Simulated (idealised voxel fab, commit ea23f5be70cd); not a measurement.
The process module presented herein is designated voxel air gaps.
For reference, the cross-section in this document is cut, with width 185 nm and square cells of 5 nm.
Think of the cross-section as a grid of square cells. We describe it in bands, top to bottom, and each band covers one or more rows of those cells. Top height, bottom height, nm. Materials left to right, width each, nm. Single material + "all across" = fills band edge to edge. "air" = empty. All heights in this document are referenced to 0, defined as the level beneath which the wafer, as received, consists entirely of one material. The lowest band is not bounded below; it extends indefinitely downward and is written in the form "top 0, no bottom". Per-row width for "30 to 40": begins at first number (top row of band), ends at second number (bottom row), increment between rows held constant. Reading "nothing changed" for a step: not a cell of the cross-section changed in it. For the entry "Enclosed void inventory", the listed items are empty spaces with no open way to the top whose size is 8 cells or more; each item follows the pattern width x height at distance, where distance is from the left edge and all three are in nm. Read whatever lies past the settings on a step's line as the simulator's own remark about the step. "overlay nm" denotes, for a step that has a mask, the displacement of the mask to the right of its planned place, with negative values corresponding to the left.
So here's the lineup of process steps we planned
1: RECEIVE,material Si
2: CONFORMAL_DEP,material SiO2,thk nm 15
3: CONFORMAL_DEP,material SiCN,thk nm 5
4: DIRECTIONAL_DEP,material lowk,thk nm 40
5: DIRECTIONAL_DEP,material aC,thk nm 10
6: PATTERN,tone open,mask id LINES,material resist,width nm 20,pitch nm 45,thk nm 30,overlay nm 0
7: DIRECTIONAL_ETCH,etch materials aC,depth nm 10
8: STRIP,etch materials resist
9: DIRECTIONAL_ETCH,etch materials lowk,depth nm 40
10: STRIP,etch materials aC
11: CONFORMAL_DEP,material TiN,thk nm 5
12: FILL_DEP,material Cu,thk nm 10
13: CMP,height nm 60
14: EPI,material Ru,thk nm 10
15: SELECTIVE_ETCH,etch materials lowk,depth nm 50
16: CONFORMAL_DEP,material SiCN,thk nm 5
Of two wafers, the first: run according to plan
Wafer cross-section on receipt, i.e. after step 1
- top 0, no bottom  Si all across
- Enclosed void inventory: none
Cross-sectional representation of the wafer at the conclusion of step 2
- top 15, bottom 0  SiO2 all across
- For the remainder of the cross-section, below 0, there is no change.
Cross-sectional representation of the wafer at the conclusion of step 3
- top 20, bottom 15  SiCN all across
- For the remainder of the cross-section, below 15, there is no change.
Cross-sectional representation of the wafer at the conclusion of step 4
- top 60, bottom 20  lowk all across
- For the remainder of the cross-section, below 20, there is no change.
Cross-sectional representation of the wafer at the conclusion of step 5
- top 70, bottom 60  aC all across
- For the remainder of the cross-section, below 60, there is no change.
Cross-sectional representation of the wafer at the conclusion of step 6
- top 100, bottom 70  35 nm resist / 20 nm air / 25 nm resist / 20 nm air / 25 nm resist / 20 nm air / 40 nm resist
- For the remainder of the cross-section, below 70, there is no change.
Cross-sectional representation of the wafer at the conclusion of step 7
- top 90, bottom 70  35 nm resist / 20 nm air / 25 nm resist / 20 nm air / 25 nm resist / 20 nm air / 40 nm resist
- top 70, bottom 60  35 nm aC / 20 nm air / 25 nm aC / 20 nm air / 25 nm aC / 20 nm air / 40 nm aC
- For the remainder of the cross-section, below 60, there is no change.
Cross-sectional representation of the wafer at the conclusion of step 8
- top 70, bottom 60  35 nm aC / 20 nm air / 25 nm aC / 20 nm air / 25 nm aC / 20 nm air / 40 nm aC
- For the remainder of the cross-section, below 60, there is no change.
Cross-sectional representation of the wafer at the conclusion of step 9
- top 70, bottom 60  35 nm aC / 20 nm air / 25 nm aC / 20 nm air / 25 nm aC / 20 nm air / 40 nm aC
- top 60, bottom 20  35 nm lowk / 20 nm air / 25 nm lowk / 20 nm air / 25 nm lowk / 20 nm air / 40 nm lowk
- For the remainder of the cross-section, below 20, there is no change.
Cross-sectional representation of the wafer at the conclusion of step 10
- top 60, bottom 20  35 nm lowk / 20 nm air / 25 nm lowk / 20 nm air / 25 nm lowk / 20 nm air / 40 nm lowk
- For the remainder of the cross-section, below 20, there is no change.
Cross-sectional representation of the wafer at the conclusion of step 11
- top 65, bottom 60  40 nm TiN / 10 nm air / 35 nm TiN / 10 nm air / 35 nm TiN / 10 nm air / 45 nm TiN
- top 60, bottom 25  35 nm lowk / 5 nm TiN / 10 nm air / 5 nm TiN / 25 nm lowk / 5 nm TiN / 10 nm air / 5 nm TiN / 25 nm lowk / 5 nm TiN / 10 nm air / 5 nm TiN / 40 nm lowk
- top 25, bottom 20  35 nm lowk / 20 nm TiN / 25 nm lowk / 20 nm TiN / 25 nm lowk / 20 nm TiN / 40 nm lowk
- For the remainder of the cross-section, below 20, there is no change.
Cross-sectional representation of the wafer at the conclusion of step 12
- top 75, bottom 65  Cu all across
- top 65, bottom 60  40 nm TiN / 10 nm Cu / 35 nm TiN / 10 nm Cu / 35 nm TiN / 10 nm Cu / 45 nm TiN
- top 60, bottom 25  35 nm lowk / 5 nm TiN / 10 nm Cu / 5 nm TiN / 25 nm lowk / 5 nm TiN / 10 nm Cu / 5 nm TiN / 25 nm lowk / 5 nm TiN / 10 nm Cu / 5 nm TiN / 40 nm lowk
- For the remainder of the cross-section, below 25, there is no change.
Cross-sectional representation of the wafer at the conclusion of step 13
- top 60, bottom 25  35 nm lowk / 5 nm TiN / 10 nm Cu / 5 nm TiN / 25 nm lowk / 5 nm TiN / 10 nm Cu / 5 nm TiN / 25 nm lowk / 5 nm TiN / 10 nm Cu / 5 nm TiN / 40 nm lowk
- For the remainder of the cross-section, below 25, there is no change.
Cross-sectional representation of the wafer at the conclusion of step 14
- top 70, bottom 60  25 nm air / 40 nm Ru / 5 nm air / 40 nm Ru / 5 nm air / 40 nm Ru / 30 nm air
- For the remainder of the cross-section, below 60, there is no change.
Cross-sectional representation of the wafer at the conclusion of step 15
- top 70, bottom 60  25 nm air / 40 nm Ru / 5 nm air / 40 nm Ru / 5 nm air / 40 nm Ru / 30 nm air
- top 60, bottom 25  35 nm air / 5 nm TiN / 10 nm Cu / 5 nm TiN / 25 nm air / 5 nm TiN / 10 nm Cu / 5 nm TiN / 25 nm air / 5 nm TiN / 10 nm Cu / 5 nm TiN / 40 nm air
- top 25, bottom 20  35 nm air / 20 nm TiN / 25 nm air / 20 nm TiN / 25 nm air / 20 nm TiN / 40 nm air
- For the remainder of the cross-section, below 20, there is no change.
Cross-sectional representation of the wafer at the conclusion of step 16
- top 75, bottom 70  20 nm air / 140 nm SiCN / 25 nm air
- top 70, bottom 60  20 nm air / 5 nm SiCN / 40 nm Ru / 5 nm SiCN / 40 nm Ru / 5 nm SiCN / 40 nm Ru / 5 nm SiCN / 25 nm air
- top 60, bottom 55  20 nm air / 15 nm SiCN / 5 nm TiN / 10 nm Cu / 5 nm TiN / 25 nm SiCN / 5 nm TiN / 10 nm Cu / 5 nm TiN / 25 nm SiCN / 5 nm TiN / 10 nm Cu / 5 nm TiN / 15 nm SiCN / 25 nm air
- top 55, bottom 25  30 nm air / 5 nm SiCN / 5 nm TiN / 10 nm Cu / 5 nm TiN / 5 nm SiCN / 15 nm air / 5 nm SiCN / 5 nm TiN / 10 nm Cu / 5 nm TiN / 5 nm SiCN / 15 nm air / 5 nm SiCN / 5 nm TiN / 10 nm Cu / 5 nm TiN / 5 nm SiCN / 35 nm air
- top 25, bottom 20  35 nm SiCN / 20 nm TiN / 25 nm SiCN / 20 nm TiN / 25 nm SiCN / 20 nm TiN / 40 nm SiCN
- For the remainder of the cross-section, below 20, there is no change.
- Enclosed void inventory: 15 x 30 at 60; 15 x 30 at 105
Wafer two of the pair: same origin, same plan, one error during the run; identical to wafer one up to and including step 5
Second wafer, section view, time point: scheduled end of step 6
- top 100, bottom 70  30 nm resist / 30 nm air / 15 nm resist / 30 nm air / 15 nm resist / 30 nm air / 35 nm resist
- For the remainder of the cross-section, below 70, there is no change.
Second wafer, section view, time point: scheduled end of step 7
- top 90, bottom 70  30 nm resist / 30 nm air / 15 nm resist / 30 nm air / 15 nm resist / 30 nm air / 35 nm resist
- top 70, bottom 60  30 nm aC / 30 nm air / 15 nm aC / 30 nm air / 15 nm aC / 30 nm air / 35 nm aC
- For the remainder of the cross-section, below 60, there is no change.
Second wafer, section view, time point: scheduled end of step 8
- top 70, bottom 60  30 nm aC / 30 nm air / 15 nm aC / 30 nm air / 15 nm aC / 30 nm air / 35 nm aC
- For the remainder of the cross-section, below 60, there is no change.
Second wafer, section view, time point: scheduled end of step 9
- top 70, bottom 60  30 nm aC / 30 nm air / 15 nm aC / 30 nm air / 15 nm aC / 30 nm air / 35 nm aC
- top 60, bottom 20  30 nm lowk / 30 nm air / 15 nm lowk / 30 nm air / 15 nm lowk / 30 nm air / 35 nm lowk
- For the remainder of the cross-section, below 20, there is no change.
Second wafer, section view, time point: scheduled end of step 10
- top 60, bottom 20  30 nm lowk / 30 nm air / 15 nm lowk / 30 nm air / 15 nm lowk / 30 nm air / 35 nm lowk
- For the remainder of the cross-section, below 20, there is no change.
Second wafer, section view, time point: scheduled end of step 11
- top 65, bottom 60  35 nm TiN / 20 nm air / 25 nm TiN / 20 nm air / 25 nm TiN / 20 nm air / 40 nm TiN
- top 60, bottom 25  30 nm lowk / 5 nm TiN / 20 nm air / 5 nm TiN / 15 nm lowk / 5 nm TiN / 20 nm air / 5 nm TiN / 15 nm lowk / 5 nm TiN / 20 nm air / 5 nm TiN / 35 nm lowk
- top 25, bottom 20  30 nm lowk / 30 nm TiN / 15 nm lowk / 30 nm TiN / 15 nm lowk / 30 nm TiN / 35 nm lowk
- For the remainder of the cross-section, below 20, there is no change.
Second wafer, section view, time point: scheduled end of step 12
- top 75, bottom 65  Cu all across
- top 65, bottom 60  35 nm TiN / 20 nm Cu / 25 nm TiN / 20 nm Cu / 25 nm TiN / 20 nm Cu / 40 nm TiN
- top 60, bottom 25  30 nm lowk / 5 nm TiN / 20 nm Cu / 5 nm TiN / 15 nm lowk / 5 nm TiN / 20 nm Cu / 5 nm TiN / 15 nm lowk / 5 nm TiN / 20 nm Cu / 5 nm TiN / 35 nm lowk
- For the remainder of the cross-section, below 25, there is no change.
Second wafer, section view, time point: scheduled end of step 13
- top 60, bottom 25  30 nm lowk / 5 nm TiN / 20 nm Cu / 5 nm TiN / 15 nm lowk / 5 nm TiN / 20 nm Cu / 5 nm TiN / 15 nm lowk / 5 nm TiN / 20 nm Cu / 5 nm TiN / 35 nm lowk
- For the remainder of the cross-section, below 25, there is no change.
Second wafer, section view, time point: scheduled end of step 14
- top 70, bottom 60  20 nm air / 140 nm Ru / 25 nm air
- For the remainder of the cross-section, below 60, there is no change.
Second wafer, section view, time point: scheduled end of step 15
- top 70, bottom 60  20 nm air / 140 nm Ru / 25 nm air
- top 60, bottom 25  30 nm air / 5 nm TiN / 20 nm Cu / 5 nm TiN / 15 nm lowk / 5 nm TiN / 20 nm Cu / 5 nm TiN / 15 nm lowk / 5 nm TiN / 20 nm Cu / 5 nm TiN / 35 nm air
- top 25, bottom 20  30 nm air / 30 nm TiN / 15 nm lowk / 30 nm TiN / 15 nm lowk / 30 nm TiN / 35 nm air
- For the remainder of the cross-section, below 20, there is no change.
Second wafer, section view, time point: scheduled end of step 16
- top 75, bottom 70  15 nm air / 150 nm SiCN / 20 nm air
- top 70, bottom 60  15 nm air / 5 nm SiCN / 140 nm Ru / 5 nm SiCN / 20 nm air
- top 60, bottom 55  15 nm air / 15 nm SiCN / 5 nm TiN / 20 nm Cu / 5 nm TiN / 15 nm lowk / 5 nm TiN / 20 nm Cu / 5 nm TiN / 15 nm lowk / 5 nm TiN / 20 nm Cu / 5 nm TiN / 15 nm SiCN / 20 nm air
- top 55, bottom 25  25 nm air / 5 nm SiCN / 5 nm TiN / 20 nm Cu / 5 nm TiN / 15 nm lowk / 5 nm TiN / 20 nm Cu / 5 nm TiN / 15 nm lowk / 5 nm TiN / 20 nm Cu / 5 nm TiN / 5 nm SiCN / 30 nm air
- top 25, bottom 20  30 nm SiCN / 30 nm TiN / 15 nm lowk / 30 nm TiN / 15 nm lowk / 30 nm TiN / 35 nm SiCN
- For the remainder of the cross-section, below 20, there is no change.
Error vs. plan: step 6 was processed under conditions differing from the plan, specifically as PATTERN,tone open,mask id LINES,material resist,width nm 30,pitch nm 45,thk nm 30,overlay nm 0
The closing comparison, in cells, has the second wafer with more or fewer of some materials than the first: 42 more of Cu, 8 more of Ru, 48 fewer of SiCN, 6 more of TiN, 48 more of lowk
Long story short, the first wafer ends with 2 closed voids and the second one with 0.
